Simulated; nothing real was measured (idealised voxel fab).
Presented below is a process module, voxel lift off.
We display cut, a cross-section 225 nm in width whose square cells are each 5 nm.
Heads up, the way a cross-section reads in here is a grid of square cells, handed over as bands from the top down, with every band being one or more rows of cells.
Basically the band line says how high the top is and how high the bottom is, in nm, and then what's in it from left to right, every material with its width in nm. Empty space shows up as "air", and if a single material carries "edge to edge" it runs the full band edge to edge.
Heads up on the height convention: 0 is the point under which the incoming wafer is all one material, and the lowest band has no bottom, it just keeps going down, like "0..down".
Note: "30 to 40" means the width goes from the first number (top row of the band) to the second number (bottom row) in equal steps per row of cells.
You'll sometimes find "no modification" written for a step, and that's the way of saying that nowhere in the cross-section did a cell change during that step.
"Closed cavities": sealed empty spaces, 8 cells or more, no open way to top, listed width x height at distance, with distance from the left edge and width, height and distance in nm.
It should be noted that, on the line of a given step, the content following the step's settings is a remark produced by the simulator itself with respect to that step.
overlay nm: step with mask; distance mask lay right of planned place; negative value = left of planned place.
**plan**
1: RECEIVE: material Si
2: CONFORMAL_DEP: material Al2O3, thk nm 15
3: PATTERN: tone open, mask id LINES, material resist, width nm 15, pitch nm 40, thk nm 25, overlay nm 0
4: DIRECTIONAL_DEP: material Ru, thk nm 15
5: STRIP: etch materials resist
6: CONFORMAL_DEP: material SiN, thk nm 5
Same starting wafers, different width nm at step 3. Plan value belongs to the first wafer.
**Incoming state of the first of several wafers in cross-section: after step 1**
  0..down  Si edge to edge
  Closed cavities: none
**End of module, by wafer: material-by-material cell gain (+) or loss (-) since receipt, then closed voids**
width nm 15 | +135 Al2O3 | +18 Ru | +57 SiN | Closed cavities: none
width nm 20 | +135 Al2O3 | +24 Ru | +57 SiN | Closed cavities: none
width nm 25 | +135 Al2O3 | +30 Ru | +57 SiN | Closed cavities: none
